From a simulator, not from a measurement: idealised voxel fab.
process module | voxel fin reveal
300 nm wide, 5 nm square cells: that's cross-section cut.
Bands, listed from the top down, are how a cross-section gets written in this document; the cross-section itself is a grid of square cells, and a band is one or more rows of them. Top, bottom (nm), then materials left to right with widths (nm); lone material tagged "full width" fills the whole band edge to edge; "air" = empty space. Below 0: as-received wafer, all one material; heights counted from there. Lowest band: no bottom, goes on down, written "0 down". A width given as "30->40" starts at the first number in the band's top row and ends at the second number in its bottom row, shifting by an equal amount at every step from row to row. What does "no modification" mean for a step? It means no cell of the cross-section changed in that step. "Enclosed internal cavities": empty spaces of 8 cells or more with no open way to the top, each given as width x height at distance, distance from the left edge, all in nm. Anything after a step's settings on that line? It's the simulator's own note about the step. overlay nm: mask offset rightward from planned place, masked step; negative means leftward offset.

# Steps in the process plan
1,RECEIVE with material Si
2,CONFORMAL_DEP with material SiN, thk nm 10
3,PATTERN with tone cover, mask id FINS, material resist, width nm 15, pitch nm 35, thk nm 20, overlay nm 0
4,DIRECTIONAL_ETCH with etch materials SiN, depth nm 10
5,DIRECTIONAL_ETCH with etch materials Si, depth nm 35
6,STRIP with etch materials resist
7,OXIDIZE with depth nm 5
8,FILL_DEP with material SiO2, thk nm 15
9,CMP with height nm 0
10,SELECTIVE_ETCH with etch materials SiO2, depth nm 25
11,STRIP with etch materials SiN
The wafers in this document start out alike and differ in the height nm applied at step 9; the plan shows the value used for the first wafer.

# Cut through the first of several wafers as received, post step 1
* 0 down = Si full width
* Enclosed internal cavities: none

# First of several wafers in cross-section at module end, following the final step, step 11
* 0 to -25 = air: 130; Si: 5; air: 30; Si: 5; air: 130
* -25 to -40 = SiO2: 130; Si: 5; SiO2: 30; Si: 5; SiO2: 130
* -40 down = Si full width
* Enclosed internal cavities: none

# Cross-section, last wafer, module completion
* 0 to -40 = SiO2: 130; Si: 5; SiO2: 30; Si: 5; SiO2: 130
* -40 down = Si full width
* Enclosed internal cavities: none

# Each row below is a wafer at the end of the module, listing for every material the number of cells it has gained (+) or lost (-) since it was received, followed by its closed voids
height nm 0; -464 Si; +174 SiO2; Enclosed internal cavities: none
height nm 5; -464 Si; +232 SiO2; Enclosed internal cavities: none
height nm 10; -464 Si; +290 SiO2; Enclosed internal cavities: none
height nm 15; -464 Si; +348 SiO2; Enclosed internal cavities: none
height nm 20; -464 Si; +406 SiO2; Enclosed internal cavities: none
height nm 25; -464 Si; +464 SiO2; Enclosed internal cavities: none
